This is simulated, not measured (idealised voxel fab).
Module name: voxel double patterning (process module)
Shown is cross-section cut, with a width of 230 nm and square cells of size 5 nm.
Notation: cross-section as square-cell grid; stated in bands, top first, going down; one or more cell rows per band. Heights first: top, then bottom, in nm. Then materials, left to right, each with a width in nm. "edge to edge" on a single material: fills the band edge to edge. "air": empty space. Height datum 0, below which the as-received substrate wafer is one material. Lowest band open at the bottom, running downward: "0 nm and below". Note: "30..40" means the width goes from the first number (top row of the band) to the second number (bottom row) in equal steps per row of cells. Given "remained unchanged" for a step, no cell of the cross-section differs between before and after that step. Empty spaces without an open route to the top, at least 8 cells in extent, make up the entry "Fully sealed voids"; each is given as width x height at distance, where the distance is measured from the left edge, and all are in nm. Past the settings on a step's line: simulator remark, on that step. overlay nm: step with mask; distance mask lay right of planned place; negative value = left of planned place.

STEPS PLANNED FOR THE PROCESS
1 RECEIVE: material Si
2 CONFORMAL_DEP: material SiO2, thk nm 5
3 DIRECTIONAL_DEP: material TiN, thk nm 10
4 DIRECTIONAL_DEP: material SiCN, thk nm 5
5 DIRECTIONAL_DEP: material aC, thk nm 15
6 PATTERN: tone open, mask id FIRST, material resist, width nm 15, pitch nm 50, thk nm 30, overlay nm 0
7 DIRECTIONAL_ETCH: etch materials aC, depth nm 15
8 STRIP: etch materials resist
9 DIRECTIONAL_ETCH: etch materials SiCN, depth nm 5
10 STRIP: etch materials aC
11 MASKED_ETCH: tone open, mask id SECOND, width nm 15, etch materials SiCN, depth nm 5, overlay nm 0
12 DIRECTIONAL_ETCH: etch materials TiN, depth nm 10
13 STRIP: etch materials SiCN

THE FIRST OF A SET OF TWO WAFERS, RUN TO PLAN

STEP 1 COMPLETE: CROSS-SECTION OF THE WAFER AS RECEIVED
    0 nm and below  Si edge to edge
    Fully sealed voids: none

STATE OF THE WAFER AFTER STEP 2, SHOWN IN CROSS-SECTION
    5 nm to 0 nm  SiO2 edge to edge
    At heights below 0, the structure remains unaltered.

STATE OF THE WAFER AFTER STEP 3, SHOWN IN CROSS-SECTION
    15 nm to 5 nm  TiN edge to edge
    At heights below 5, the structure remains unaltered.

STATE OF THE WAFER AFTER STEP 4, SHOWN IN CROSS-SECTION
    20 nm to 15 nm  SiCN edge to edge
    At heights below 15, the structure remains unaltered.

STATE OF THE WAFER AFTER STEP 5, SHOWN IN CROSS-SECTION
    35 nm to 20 nm  aC edge to edge
    At heights below 20, the structure remains unaltered.

STATE OF THE WAFER AFTER STEP 6, SHOWN IN CROSS-SECTION
    65 nm to 35 nm  resist=80 | air=15 | resist=35 | air=15 | resist=85
    At heights below 35, the structure remains unaltered.

STATE OF THE WAFER AFTER STEP 7, SHOWN IN CROSS-SECTION
    50 nm to 35 nm  resist=80 | air=15 | resist=35 | air=15 | resist=85
    35 nm to 20 nm  aC=80 | air=15 | aC=35 | air=15 | aC=85
    At heights below 20, the structure remains unaltered.

STATE OF THE WAFER AFTER STEP 8, SHOWN IN CROSS-SECTION
    35 nm to 20 nm  aC=80 | air=15 | aC=35 | air=15 | aC=85
    At heights below 20, the structure remains unaltered.

STATE OF THE WAFER AFTER STEP 9, SHOWN IN CROSS-SECTION
    35 nm to 20 nm  aC=80 | air=15 | aC=35 | air=15 | aC=85
    20 nm to 15 nm  SiCN=80 | air=15 | SiCN=35 | air=15 | SiCN=85
    At heights below 15, the structure remains unaltered.

STATE OF THE WAFER AFTER STEP 10, SHOWN IN CROSS-SECTION
    20 nm to 15 nm  SiCN=80 | air=15 | SiCN=35 | air=15 | SiCN=85
    At heights below 15, the structure remains unaltered.

STATE OF THE WAFER AFTER STEP 11, SHOWN IN CROSS-SECTION
    20 nm to 15 nm  SiCN=80 | air=15 | SiCN=10 | air=15 | SiCN=10 | air=15 | SiCN=85
    At heights below 15, the structure remains unaltered.

STATE OF THE WAFER AFTER STEP 12, SHOWN IN CROSS-SECTION
    20 nm to 15 nm  SiCN=80 | air=15 | SiCN=10 | air=15 | SiCN=10 | air=15 | SiCN=85
    15 nm to 5 nm  TiN=80 | air=15 | TiN=10 | air=15 | TiN=10 | air=15 | TiN=85
    At heights below 5, the structure remains unaltered.

STATE OF THE WAFER AFTER STEP 13, SHOWN IN CROSS-SECTION
    15 nm to 5 nm  TiN=80 | air=15 | TiN=10 | air=15 | TiN=10 | air=15 | TiN=85
    At heights below 5, the structure remains unaltered.

WAFER TWO. SAME START, SAME PLAN, ONE SLIP IN EXECUTION. SAME AS WAFER ONE THROUGH STEP 10, INCLUSIVE

SECOND WAFER, SECTION VIEW, TIME POINT: SCHEDULED END OF STEP 11
    20 nm to 15 nm  SiCN=80 | air=15 | SiCN=20 | air=30 | SiCN=85
    At heights below 15, the structure remains unaltered.

SECOND WAFER, SECTION VIEW, TIME POINT: SCHEDULED END OF STEP 12
    20 nm to 15 nm  SiCN=80 | air=15 | SiCN=20 | air=30 | SiCN=85
    15 nm to 5 nm  TiN=80 | air=15 | TiN=20 | air=30 | TiN=85
    At heights below 5, the structure remains unaltered.

SECOND WAFER, SECTION VIEW, TIME POINT: SCHEDULED END OF STEP 13
    15 nm to 5 nm  TiN=80 | air=15 | TiN=20 | air=30 | TiN=85
    At heights below 5, the structure remains unaltered.
Error vs. plan: contrary to plan, step 11 was performed as MASKED_ETCH: tone open, mask id SECOND, width nm 15, etch materials SiCN, depth nm 5, overlay nm 10
By the end, you'd get the same cell count for each material on either wafer, but the second wafer puts them somewhere else.
